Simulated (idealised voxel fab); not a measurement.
Process module name: voxel gate over fins
Section shown: cut. Width: 195 nm. Cell size: 5 nm, square.
Cross-section layout: square cells on a grid; listed as bands, top to bottom; a band spans one or more cell rows. This entry defines a band. It first specifies the height of the band's top and the height of its bottom in nm, and then specifies the band's materials from left to right, stating each material with its width in nm. The word "everywhere" identifies a single material that fills the band from edge to edge, while the word "air" identifies empty space. Height datum 0, below which the as-received substrate wafer is one material. Lowest band open at the bottom, running downward: "top 0, no bottom". With a width like "30 to 40", each row of cells in the band differs from the next by the same amount, the top row carrying the first number and the bottom row the second. A step reported as "no change" is a step in which no cell of the cross-section changed. Each empty space that has no open way to the top and spans at least 8 cells appears under "Voids, sealed" as width x height at distance, the distance counted from the left edge, all in nm. Text after the settings on a step's line: the simulator's own remark on that step. The setting "overlay nm" may be written on the line of a step. When the step uses a mask, the value reports how far to the right of the planned place the mask lay, and a negative value reports that it lay to the left.

**Steps in the process plan**
1: op RECEIVE | material Si
2: op CONFORMAL_DEP | material SiN | thk nm 5
3: op DIRECTIONAL_DEP | material aC | thk nm 10
4: op PATTERN | tone cover | mask id FINS | material resist | width nm 15 | pitch nm 40 | thk nm 25 | overlay nm -15
5: op DIRECTIONAL_ETCH | etch materials aC | depth nm 10
6: op STRIP | etch materials resist
7: op DIRECTIONAL_ETCH | etch materials SiN | depth nm 5
8: op DIRECTIONAL_ETCH | etch materials Si | depth nm 40
9: op STRIP | etch materials aC
10: op OXIDIZE | depth nm 5
11: op FILL_DEP | material SiO2 | thk nm 15
12: op CMP | height nm 5
13: op SELECTIVE_ETCH | etch materials SiO2 | depth nm 15
14: op STRIP | etch materials SiN
15: op CONFORMAL_DEP | material HfO2 | thk nm 5
16: op CONFORMAL_DEP | material TiN | thk nm 5
17: op CONFORMAL_DEP | material TiAl | thk nm 5
18: op CONFORMAL_DEP | material TiN | thk nm 5
19: op FILL_DEP | material W | thk nm 10
20: op CMP | height nm 25
21: op CONFORMAL_DEP | material SiN | thk nm 10
It is noted that the wafers described herein are identical at the outset and are distinguished by the overlay nm of step 4; the value stated in the plan corresponds to the first wafer.

**The first of several wafers in cross-section, exactly as it reached us after step 1**
- top 0, no bottom = Si everywhere
- Voids, sealed: none

**Per wafer (row), end of module: delta in cells per material since receipt, (+) for gained, (-) for lost; closed voids after that**
overlay nm -15; +47 HfO2; -333 Si; +78 SiN; +259 SiO2; +47 TiAl; +92 TiN; +83 W; Voids, sealed: none
overlay nm -10; +47 HfO2; -333 Si; +78 SiN; +259 SiO2; +47 TiAl; +92 TiN; +83 W; Voids, sealed: none
overlay nm -5; +47 HfO2; -333 Si; +78 SiN; +259 SiO2; +47 TiAl; +92 TiN; +83 W; Voids, sealed: none
overlay nm 0; +47 HfO2; -333 Si; +78 SiN; +259 SiO2; +47 TiAl; +92 TiN; +83 W; Voids, sealed: none
overlay nm 5; +47 HfO2; -333 Si; +78 SiN; +259 SiO2; +47 TiAl; +92 TiN; +83 W; Voids, sealed: none
overlay nm 10; +47 HfO2; -333 Si; +78 SiN; +259 SiO2; +47 TiAl; +92 TiN; +83 W; Voids, sealed: none
overlay nm 15; +47 HfO2; -333 Si; +78 SiN; +259 SiO2; +47 TiAl; +92 TiN; +83 W; Voids, sealed: none
